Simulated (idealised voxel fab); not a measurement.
This section sets out a process module, namely voxel self aligned vias.
300 nm wide, 5 nm square cells: that's cross-section cut.
Cross-section spec: square-cell grid; bands listed top down; each band is one or more rows.
Per band: top height and bottom height in nm, followed by the left-to-right materials and their widths in nm; "throughout" marks a single material spanning edge to edge, "empty" marks empty space.
Measure heights from 0. That's the level where, below it, the as-received wafer is all one material. The lowest band is bottomless and extends downward; write it as in "0 down".
It should be noted that a width expressed as "30 to 40" varies in equal increments from row to row of cells within the band, taking the value of the first number at the top row and that of the second number at the bottom row.
Where the words "no change occurred" appear for a step, the cross-section shows no cell changed by that step; every cell remained as before.
Listed in "Closed cavities": every empty space of 8 or more cells without an open way to the top. Form: width x height at distance, the distance being from the left edge, all in nm.
after a step's settings: what the simulator itself notes on the step
"overlay nm" on a masked step: distance the mask lay right of its planned place, negative for left.

## Process steps (planned)
step 1: RECEIVE,material Si
step 2: CONFORMAL_DEP,material SiO2,thk nm 10
step 3: CONFORMAL_DEP,material SiCN,thk nm 5
step 4: DIRECTIONAL_DEP,material lowk,thk nm 20
step 5: DIRECTIONAL_DEP,material aC,thk nm 15
step 6: PATTERN,tone open,mask id LINES,material resist,width nm 25,pitch nm 50,thk nm 35,overlay nm 0
step 7: DIRECTIONAL_ETCH,etch materials aC,depth nm 15
step 8: STRIP,etch materials resist
step 9: DIRECTIONAL_ETCH,etch materials lowk,depth nm 20
step 10: STRIP,etch materials aC
step 11: CONFORMAL_DEP,material TiN,thk nm 5
step 12: FILL_DEP,material W,thk nm 5
step 13: CMP,height nm 35
step 14: SELECTIVE_ETCH,etch materials W Ru TiN,depth nm 5
step 15: FILL_DEP,material SiN,thk nm 5
step 16: CMP,height nm 35
step 17: DIRECTIONAL_DEP,material lowk,thk nm 15
step 18: DIRECTIONAL_DEP,material aC,thk nm 10
step 19: PATTERN,tone open,mask id VIAS,material resist,width nm 35,thk nm 30,overlay nm 0
step 20: DIRECTIONAL_ETCH,etch materials aC,depth nm 10
step 21: STRIP,etch materials resist
step 22: DIRECTIONAL_ETCH,etch materials lowk,depth nm 15
step 23: DIRECTIONAL_ETCH,etch materials SiN,depth nm 5
step 24: STRIP,etch materials aC
step 25: CONFORMAL_DEP,material TiN,thk nm 5
step 26: FILL_DEP,material Cu,thk nm 5
step 27: CMP,height nm 50
step 28: CONFORMAL_DEP,material SiN,thk nm 5

## The first of the two wafers, which ran as planned

## Cross-section of the incoming wafer, state after step 1
	0 down  Si throughout
	Closed cavities: none

## After step 2: wafer cross-section
	10 to 0  SiO2 throughout
	Below 0 it's all the same as before, nothing changed down there.

## After step 3: wafer cross-section
	15 to 10  SiCN throughout
	Below 10 it's all the same as before, nothing changed down there.

## After step 4: wafer cross-section
	35 to 15  lowk throughout
	Below 15 it's all the same as before, nothing changed down there.

## After step 5: wafer cross-section
	50 to 35  aC throughout
	Below 35 it's all the same as before, nothing changed down there.

## After step 6: wafer cross-section
	85 to 50  110 nm resist, 25 nm empty, 25 nm resist, 25 nm empty, 115 nm resist
	Below 50 it's all the same as before, nothing changed down there.

## After step 7: wafer cross-section
	70 to 50  110 nm resist, 25 nm empty, 25 nm resist, 25 nm empty, 115 nm resist
	50 to 35  110 nm aC, 25 nm empty, 25 nm aC, 25 nm empty, 115 nm aC
	Below 35 it's all the same as before, nothing changed down there.

## After step 8: wafer cross-section
	50 to 35  110 nm aC, 25 nm empty, 25 nm aC, 25 nm empty, 115 nm aC
	Below 35 it's all the same as before, nothing changed down there.

## After step 9: wafer cross-section
	50 to 35  110 nm aC, 25 nm empty, 25 nm aC, 25 nm empty, 115 nm aC
	35 to 15  110 nm lowk, 25 nm empty, 25 nm lowk, 25 nm empty, 115 nm lowk
	Below 15 it's all the same as before, nothing changed down there.

## After step 10: wafer cross-section
	35 to 15  110 nm lowk, 25 nm empty, 25 nm lowk, 25 nm empty, 115 nm lowk
	Below 15 it's all the same as before, nothing changed down there.

## After step 11: wafer cross-section
	40 to 35  115 nm TiN, 15 nm empty, 35 nm TiN, 15 nm empty, 120 nm TiN
	35 to 20  110 nm lowk, 5 nm TiN, 15 nm empty, 5 nm TiN, 25 nm lowk, 5 nm TiN, 15 nm empty, 5 nm TiN, 115 nm lowk
	20 to 15  110 nm lowk, 25 nm TiN, 25 nm lowk, 25 nm TiN, 115 nm lowk
	Below 15 it's all the same as before, nothing changed down there.

## After step 12: wafer cross-section
	45 to 40  W throughout
	40 to 35  115 nm TiN, 15 nm W, 35 nm TiN, 15 nm W, 120 nm TiN
	35 to 20  110 nm lowk, 5 nm TiN, 15 nm W, 5 nm TiN, 25 nm lowk, 5 nm TiN, 15 nm W, 5 nm TiN, 115 nm lowk
	Below 20 it's all the same as before, nothing changed down there.

## After step 13: wafer cross-section
	35 to 20  110 nm lowk, 5 nm TiN, 15 nm W, 5 nm TiN, 25 nm lowk, 5 nm TiN, 15 nm W, 5 nm TiN, 115 nm lowk
	Below 20 it's all the same as before, nothing changed down there.

## After step 14: wafer cross-section
	35 to 30  110 nm lowk, 25 nm empty, 25 nm lowk, 25 nm empty, 115 nm lowk
	Below 30 it's all the same as before, nothing changed down there.

## After step 15: wafer cross-section
	40 to 35  SiN throughout
	35 to 30  110 nm lowk, 25 nm SiN, 25 nm lowk, 25 nm SiN, 115 nm lowk
	Below 30 it's all the same as before, nothing changed down there.

## After step 16: wafer cross-section
	35 to 30  110 nm lowk, 25 nm SiN, 25 nm lowk, 25 nm SiN, 115 nm lowk
	Below 30 it's all the same as before, nothing changed down there.

## After step 17: wafer cross-section
	50 to 35  lowk throughout
	Below 35 it's all the same as before, nothing changed down there.

## After step 18: wafer cross-section
	60 to 50  aC throughout
	Below 50 it's all the same as before, nothing changed down there.

## After step 19: wafer cross-section
	90 to 60  105 nm resist, 35 nm empty, 160 nm resist
	Below 60 it's all the same as before, nothing changed down there.

## After step 20: wafer cross-section
	80 to 60  105 nm resist, 35 nm empty, 160 nm resist
	60 to 50  105 nm aC, 35 nm empty, 160 nm aC
	Below 50 it's all the same as before, nothing changed down there.

## After step 21: wafer cross-section
	60 to 50  105 nm aC, 35 nm empty, 160 nm aC
	Below 50 it's all the same as before, nothing changed down there.

## After step 22: wafer cross-section
	60 to 50  105 nm aC, 35 nm empty, 160 nm aC
	50 to 35  105 nm lowk, 35 nm empty, 160 nm lowk
	Below 35 it's all the same as before, nothing changed down there.

## After step 23: wafer cross-section
	60 to 50  105 nm aC, 35 nm empty, 160 nm aC
	50 to 35  105 nm lowk, 35 nm empty, 160 nm lowk
	35 to 30  110 nm lowk, 25 nm empty, 25 nm lowk, 25 nm SiN, 115 nm lowk
	Below 30 it's all the same as before, nothing changed down there.

## After step 24: wafer cross-section
	50 to 35  105 nm lowk, 35 nm empty, 160 nm lowk
	Below 35 it's all the same as before, nothing changed down there.

## After step 25: wafer cross-section
	55 to 50  110 nm TiN, 25 nm empty, 165 nm TiN
	50 to 40  105 nm lowk, 5 nm TiN, 25 nm empty, 5 nm TiN, 160 nm lowk
	40 to 35  105 nm lowk, 10 nm TiN, 15 nm empty, 10 nm TiN, 160 nm lowk
	35 to 30  110 nm lowk, 25 nm TiN, 25 nm lowk, 25 nm SiN, 115 nm lowk
	Below 30 it's all the same as before, nothing changed down there.

## After step 26: wafer cross-section
	60 to 55  Cu throughout
	55 to 50  110 nm TiN, 25 nm Cu, 165 nm TiN
	50 to 40  105 nm lowk, 5 nm TiN, 25 nm Cu, 5 nm TiN, 160 nm lowk
	40 to 35  105 nm lowk, 10 nm TiN, 15 nm Cu, 10 nm TiN, 160 nm lowk
	Below 35 it's all the same as before, nothing changed down there.

## After step 27: wafer cross-section
	50 to 40  105 nm lowk, 5 nm TiN, 25 nm Cu, 5 nm TiN, 160 nm lowk
	Below 40 it's all the same as before, nothing changed down there.

## After step 28: wafer cross-section
	55 to 50  SiN throughout
	Below 50 it's all the same as before, nothing changed down there.

## Companion wafer, the second of two: same beginning, same intended sequence, one mistake in carrying it out; through step 21 inclusive it tracks the first exactly

## Cross-sectional representation of the second wafer at the time designated in the plan for the completion of step 22
	60 to 50  105 nm aC, 35 nm empty, 160 nm aC
	50 to 35  105 nm lowk, 35 nm empty, 160 nm lowk
	35 to 30  105 nm lowk, 5 nm empty, 25 nm SiN, 5 nm empty, 20 nm lowk, 25 nm SiN, 115 nm lowk
	30 to 20  105 nm lowk, 5 nm empty, 5 nm TiN, 15 nm W, 5 nm TiN, 5 nm empty, 20 nm lowk, 5 nm TiN, 15 nm W, 5 nm TiN, 115 nm lowk
	Below 20 it's all the same as before, nothing changed down there.

## Cross-sectional representation of the second wafer at the time designated in the plan for the completion of step 23
	60 to 50  105 nm aC, 35 nm empty, 160 nm aC
	50 to 35  105 nm lowk, 35 nm empty, 160 nm lowk
	35 to 30  105 nm lowk, 35 nm empty, 20 nm lowk, 25 nm SiN, 115 nm lowk
	Below 30 it's all the same as before, nothing changed down there.

## Cross-sectional representation of the second wafer at the time designated in the plan for the completion of step 24
	50 to 35  105 nm lowk, 35 nm empty, 160 nm lowk
	Below 35 it's all the same as before, nothing changed down there.

## Cross-sectional representation of the second wafer at the time designated in the plan for the completion of step 25
	55 to 50  110 nm TiN, 25 nm empty, 165 nm TiN
	50 to 35  105 nm lowk, 5 nm TiN, 25 nm empty, 5 nm TiN, 160 nm lowk
	35 to 30  105 nm lowk, 35 nm TiN, 20 nm lowk, 25 nm SiN, 115 nm lowk
	30 to 20  105 nm lowk, 10 nm TiN, 15 nm W, 10 nm TiN, 20 nm lowk, 5 nm TiN, 15 nm W, 5 nm TiN, 115 nm lowk
	Below 20 it's all the same as before, nothing changed down there.

## Cross-sectional representation of the second wafer at the time designated in the plan for the completion of step 26
	60 to 55  Cu throughout
	55 to 50  110 nm TiN, 25 nm Cu, 165 nm TiN
	50 to 35  105 nm lowk, 5 nm TiN, 25 nm Cu, 5 nm TiN, 160 nm lowk
	Below 35 it's all the same as before, nothing changed down there.

## Cross-sectional representation of the second wafer at the time designated in the plan for the completion of step 27
	50 to 35  105 nm lowk, 5 nm TiN, 25 nm Cu, 5 nm TiN, 160 nm lowk
	Below 35 it's all the same as before, nothing changed down there.

## Cross-sectional representation of the second wafer at the time designated in the plan for the completion of step 28
	55 to 50  SiN throughout
	Below 50 it's all the same as before, nothing changed down there.
So what did we get wrong on this run? step 22 of the plan was carried out twice
at the end the second wafer has, in cells: Cu +2, TiN +4, lowk -6
